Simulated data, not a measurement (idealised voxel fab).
Proc. module: voxel released beams
Cross-section cut spans 170 nm and uses square cells 5 nm in size.
Heads up, the way a cross-section reads in here is a grid of square cells, handed over as bands from the top down, with every band being one or more rows of cells. It is stipulated that each band's entry specify, in nanometres, the height of the top of the band and then that of its bottom, followed by the materials of the band in left-to-right sequence, each together with its width in nanometres. A single material marked by the word "edge to edge" is understood to fill the band from edge to edge; the word "air" is understood to denote empty space. All heights in this document are referenced to 0, defined as the level beneath which the wafer, as received, consists entirely of one material. The lowest band is not bounded below; it extends indefinitely downward and is written in the form "0..down". Top row gets the first number, bottom row gets the second, and each row in between changes by the same step: that is how a band width like "30->40" works. "nothing got changed" (step): cross-section cells unchanged, all of them. "Closed void table" specifies each empty space that is not open to the top and that occupies no fewer than 8 cells, using the form width x height at distance, the distance measured from the left edge and all three quantities in nm. On each step's line, the part that comes after the settings is the simulator's own comment on the step. The line of a step may include "overlay nm". On a step with a mask, this value is how far to the right of its planned place the mask lay. A negative value means the mask lay to the left.
Here's what the planned process steps look like:
1,RECEIVE (material Si)
2,CONFORMAL_DEP (material Al2O3; thk nm 5)
3,DIRECTIONAL_DEP (material SiO2; thk nm 20)
4,PATTERN (tone open; mask id ANCHOR; material resist; width nm 40; thk nm 20; overlay nm -15)
5,DIRECTIONAL_ETCH (etch materials SiO2; depth nm 20)
6,STRIP (etch materials resist)
7,CONFORMAL_DEP (material SiN; thk nm 15)
8,MASKED_ETCH (tone cover; mask id BEAM; width nm 85; etch materials SiN; depth nm 15; overlay nm 0)
9,STRIP (etch materials SiO2)
The overlay nm used in step 4 is not the same on every wafer, whereas the starting condition is; the value printed in the plan is the first wafer's.
The first of several wafers as received, shown in cross-section; this is its state after step 1:
    0..down | Si edge to edge
    Closed void table: none
The first of several wafers, seen in cross-section after the module's last step, step 9:
    40..25 | 40 of air / 5 of SiN / 10 of air / 70 of SiN / 45 of air
    25..20 | 30 of air / 15 of SiN / 10 of air / 15 of SiN / 100 of air
    20..5 | 30 of air / 40 of SiN / 100 of air
    5..0 | Al2O3 edge to edge
    0..down | Si edge to edge
    Closed void table: none
The module's end: a cross-section of the last wafer:
    40..25 | 40 of air / 35 of SiN / 10 of air / 40 of SiN / 45 of air
    25..20 | 60 of air / 15 of SiN / 10 of air / 15 of SiN / 70 of air
    20..5 | 60 of air / 40 of SiN / 70 of air
    5..0 | Al2O3 edge to edge
    0..down | Si edge to edge
    Closed void table: none
Below, a row for every wafer. Read it as the end-of-module picture: for each material the wafer shows its cells gained (+) or lost (-) since it was received, and then its closed voids:
overlay nm -15; +34 Al2O3; +75 SiN; Closed void table: none
overlay nm -10; +34 Al2O3; +75 SiN; Closed void table: none
overlay nm -5; +34 Al2O3; +75 SiN; Closed void table: none
overlay nm 0; +34 Al2O3; +75 SiN; Closed void table: none
overlay nm 5; +34 Al2O3; +75 SiN; Closed void table: none
overlay nm 10; +34 Al2O3; +75 SiN; Closed void table: none
overlay nm 15; +34 Al2O3; +75 SiN; Closed void table: none
